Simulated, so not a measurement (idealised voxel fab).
Process module in this document: voxel wiring stack
In the cross-section labelled cut, the width is 200 nm and each square cell is 5 nm.
Square cells in a grid make up a cross-section in this document, and the grid is given as bands, listed from the top down, each one or more rows of cells. A band entry consists of two parts. The first gives the height of the band's top and the height of its bottom, in nm. The rest lists the band's materials from left to right, each with its width in nm. A single material labelled with the word "full width" fills the band from edge to edge, and the word "empty" marks empty space. Height 0 is the level under which the wafer as received is all one material. The lowest band goes on downwards, as in "0..down". Think of "30 to 40" as a width that walks from the first number to the second as you go down the band, top row to bottom row, taking equal-sized steps from row to row. Where a step carries "everything unchanged", the cross-section came out of it unchanged, cell for cell. This entry, "Enclosed cavity list", enumerates those empty regions of no fewer than 8 cells that possess no open connection to the top. Each region is reported in the form width x height at distance, the distance being taken from the left edge, with all three quantities expressed in nm. That trailing text on a step's line, after the settings, is the simulator's own remark on the step. overlay nm: for a step with a mask, the amount by which the mask lay right of where it was planned; a negative amount means left of it.

These are the steps we planned for the process:
1. op RECEIVE | material Si
2. op CONFORMAL_DEP | material SiO2 | thk nm 15
3. op DIRECTIONAL_DEP | material TiN | thk nm 5
4. op DIRECTIONAL_DEP | material Ru | thk nm 20
5. op MASKED_ETCH | tone cover | mask id METAL_1 | width nm 30 | pitch nm 60 | etch materials Ru | depth nm 20 | overlay nm 0
6. op MASKED_ETCH | tone cover | mask id METAL_1 | width nm 30 | pitch nm 60 | etch materials TiN | depth nm 5 | overlay nm 0
7. op CONFORMAL_DEP | material SiCN | thk nm 5
8. op FILL_DEP | material SiO2 | thk nm 5
9. op CMP | height nm 40
10. op CONFORMAL_DEP | material SiCN | thk nm 5
11. op DIRECTIONAL_DEP | material lowk | thk nm 30
12. op PATTERN | tone open | mask id METAL_2_HOLES | material resist | width nm 15 | pitch nm 60 | thk nm 20 | overlay nm 0
13. op DIRECTIONAL_ETCH | etch materials lowk | depth nm 30
14. op STRIP | etch materials resist
15. op MASKED_ETCH | tone open | mask id METAL_2 | width nm 30 | pitch nm 60 | etch materials lowk | depth nm 20 | overlay nm 0
16. op MASKED_ETCH | tone open | mask id METAL_2 | width nm 30 | pitch nm 60 | etch materials SiCN | depth nm 5 | overlay nm 0
17. op CONFORMAL_DEP | material TiN | thk nm 5
18. op FILL_DEP | material Cu | thk nm 10
19. op CMP | height nm 75
20. op CONFORMAL_DEP | material SiCN | thk nm 5
21. op DIRECTIONAL_DEP | material lowk | thk nm 35
22. op MASKED_ETCH | tone open | mask id METAL_3 | width nm 30 | pitch nm 60 | etch materials lowk | depth nm 20 | overlay nm 0
23. op MASKED_ETCH | tone open | mask id METAL_3_HOLES | width nm 15 | etch materials lowk | depth nm 15 | overlay nm 0
24. op MASKED_ETCH | tone open | mask id METAL_3_HOLES | width nm 15 | etch materials SiCN | depth nm 5 | overlay nm 0
25. op CONFORMAL_DEP | material TiN | thk nm 5
26. op FILL_DEP | material Ru | thk nm 10
27. op CMP | height nm 115
28. op CONFORMAL_DEP | material SiCN | thk nm 5

So this is the incoming wafer in cross-section - it's already been through step 1:
* 0..down = Si full width
* Enclosed cavity list: none

End state of the module in cross-section, given the above starting point and plan and one mistake in execution:
* 120..115 = Ru full width
* 115..100 = lowk=55  TiN=5  Ru=20  TiN=5  lowk=30  TiN=5  Ru=20  TiN=5  lowk=55
* 100..95 = lowk=55  TiN=5  Ru=5  TiN=20  lowk=30  TiN=30  lowk=55
* 95..80 = lowk=55  TiN=5  Ru=5  TiN=5  lowk=130
* 80..75 = SiCN=55  TiN=15  SiCN=130
* 75..60 = lowk=55  TiN=5  Cu=20  TiN=5  lowk=30  TiN=5  Cu=20  TiN=5  lowk=55
* 60..55 = lowk=55  TiN=5  Cu=5  TiN=20  lowk=30  TiN=5  Cu=5  TiN=20  lowk=55
* 55..45 = lowk=55  TiN=5  Cu=5  TiN=5  lowk=45  TiN=5  Cu=5  TiN=5  lowk=70
* 45..40 = SiCN=55  TiN=15  SiCN=45  TiN=15  SiCN=70
* 40..20 = SiO2=50  SiCN=5  Ru=30  SiCN=5  SiO2=20  SiCN=5  Ru=30  SiCN=5  SiO2=50
* 20..15 = SiCN=55  TiN=30  SiCN=30  TiN=30  SiCN=55
* 15..0 = SiO2 full width
* 0..down = Si full width
* Enclosed cavity list: none
Want to know what went wrong? step 28 off recipe, ran as op CONFORMAL_DEP | material Ru | thk nm 5
